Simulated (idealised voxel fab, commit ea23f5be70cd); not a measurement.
Process module under the name voxel spacer lines
Xsec cut, 245 nm wide, square cell size 5 nm.
Cross-sections here: square-cell grids, written as top-down lists of bands, a band being one or more rows of cells. The band entry comprises the height of the band's top followed by the height of its bottom, expressed in nm, and subsequently the band's materials from left to right, each stated together with its width in nm. Where a single material is marked with the word "throughout", that material fills the band from edge to edge. The word "air" represents empty space. Zero point of the height axis is 0; under it, received wafer = one material. Lowest band: continues down indefinitely, "0 and below". Width: "30 to 40" (first number = top row, second number = bottom row, same change from row to row of cells). Given "left unchanged" for a step, no cell of the cross-section differs between before and after that step. "Trapped voids": sealed empty spaces, 8 cells or more, no open way to top, listed width x height at distance, with distance from the left edge and width, height and distance in nm. That trailing text on a step's line, after the settings, is the simulator's own remark on the step. overlay nm: where the mask lay relative to plan, measured to the right, on steps with a mask; negatives go left.
HERE'S WHAT THE PLANNED PROCESS STEPS LOOK LIKE
1,RECEIVE,material Si
2,CONFORMAL_DEP,material Al2O3,thk nm 10
3,DIRECTIONAL_DEP,material SiN,thk nm 20
4,DIRECTIONAL_DEP,material aC,thk nm 20
5,PATTERN,tone cover,mask id MANDREL,material resist,width nm 25,pitch nm 70,thk nm 30,overlay nm 0
6,DIRECTIONAL_ETCH,etch materials aC,depth nm 20
7,STRIP,etch materials resist
8,CONFORMAL_DEP,material SiO2,thk nm 10
9,DIRECTIONAL_ETCH,etch materials SiO2,depth nm 10
10,STRIP,etch materials aC
11,DIRECTIONAL_ETCH,etch materials SiN,depth nm 20
12,STRIP,etch materials SiO2
SHOWN IN CROSS-SECTION IS THE WAFER AS RECEIVED, THAT IS, AS IT STANDS AFTER STEP 1
- 0 and below: Si throughout
- Trapped voids: none
FIRST OF TWO WAFERS, END-OF-MODULE SECTION, RUN FOLLOWED PLAN
- 30 down to 10: air 65 nm, then SiN 10 nm, then air 25 nm, then SiN 10 nm, then air 25 nm, then SiN 10 nm, then air 25 nm, then SiN 10 nm, then air 65 nm
- 10 down to 0: Al2O3 throughout
- 0 and below: Si throughout
- Trapped voids: none
END-OF-MODULE CROSS-SECTION OF THE SECOND WAFER: IDENTICAL STARTING POINT AND PROCESS PLAN TO THE FIRST, WITH ONE PROCESSING MISTAKE
- 30 down to 10: air 65 nm, then SiN 10 nm, then air 25 nm, then SiN 10 nm, then air 25 nm, then SiN 10 nm, then air 25 nm, then SiN 10 nm, then air 65 nm
- 10 down to 0: SiN throughout
- 0 and below: Si throughout
- Trapped voids: none
Against the plan, the run slipped here: in deviation from the planned setting, step 2 was conducted as CONFORMAL_DEP,material SiN,thk nm 10
Final wafer comparison in cells, second versus first, more or fewer per material: Al2O3 -98, SiN +98
